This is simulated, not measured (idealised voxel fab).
process module | voxel ribs on slabs
cross-section cut | 190 nm wide | cells 5 nm
A cross-section is a grid of square cells, given in bands from the top down. A band is one or more rows of cells.
Each band's line starts with the height of the band's top and of its bottom, in nm. Then come its materials from left to right, each with its width in nm. One material with "throughout" fills the band from edge to edge. "air" is empty space.
Height 0 is the level under which the wafer as received is all one material. The lowest band goes on downwards, as in "0 down".
A width such as "30 to 40" changes by the same amount from each row of cells to the next, from the band's top row to its bottom row.
"no change" after a step means that no cell of the cross-section changed.
closed voids: empty space of 8 cells or more with no open way to the top, each as width x height at its distance from the left edge, in nm
after a step's settings: what the simulator itself notes on the step
overlay nm, on a step with a mask: how far to the right of its planned place the mask lay; to the left if negative
plan
1 op RECEIVE | material Si
2 op DIRECTIONAL_DEP | material SiO2 | thk nm 25
3 op DIRECTIONAL_DEP | material SiN | thk nm 15
4 op PATTERN | tone cover | mask id RIB | material resist | width nm 30 | thk nm 20 | overlay nm 0
5 op DIRECTIONAL_ETCH | etch materials SiN | depth nm 5
6 op STRIP | etch materials resist
7 op MASKED_ETCH | tone cover | mask id SLAB | width nm 80 | etch materials SiN | depth nm 10 | overlay nm 0
8 op FILL_DEP | material SiO2 | thk nm 20
9 op CMP | height nm 50
10 op DIRECTIONAL_DEP | material TiN | thk nm 10
11 op PATTERN | tone cover | mask id HEATER | material resist | width nm 40 | thk nm 20 | overlay nm 0
12 op DIRECTIONAL_ETCH | etch materials TiN | depth nm 10
13 op STRIP | etch materials resist
14 op CONFORMAL_DEP | material SiN | thk nm 5
as received, after step 1
  0 down: Si throughout
  closed voids: none
first wafer at the end, as planned
  65 to 60: air 70 | SiN 50 | air 70
  60 to 55: air 70 | SiN 5 | TiN 40 | SiN 5 | air 70
  55 to 50: SiN 75 | TiN 40 | SiN 75
  50 to 40: SiO2 throughout
  40 to 35: SiO2 80 | SiN 30 | SiO2 80
  35 to 25: SiO2 55 | SiN 80 | SiO2 55
  25 to 0: SiO2 throughout
  0 down: Si throughout
  closed voids: none
second wafer at the end: like start, like plan, one mistake
  65 to 60: air 70 | SiN 50 | air 70
  60 to 55: air 70 | SiN 5 | TiN 40 | SiN 5 | air 70
  55 to 50: SiN 75 | TiN 40 | SiN 75
  50 to 40: SiO2 55 | SiN 80 | SiO2 55
  40 to 25: SiN throughout
  25 to 0: SiO2 throughout
  0 down: Si throughout
  closed voids: none
what went wrong: step 3 was run twice
at the end the second wafer has, in cells: 108 more of SiN | 108 fewer of SiO2
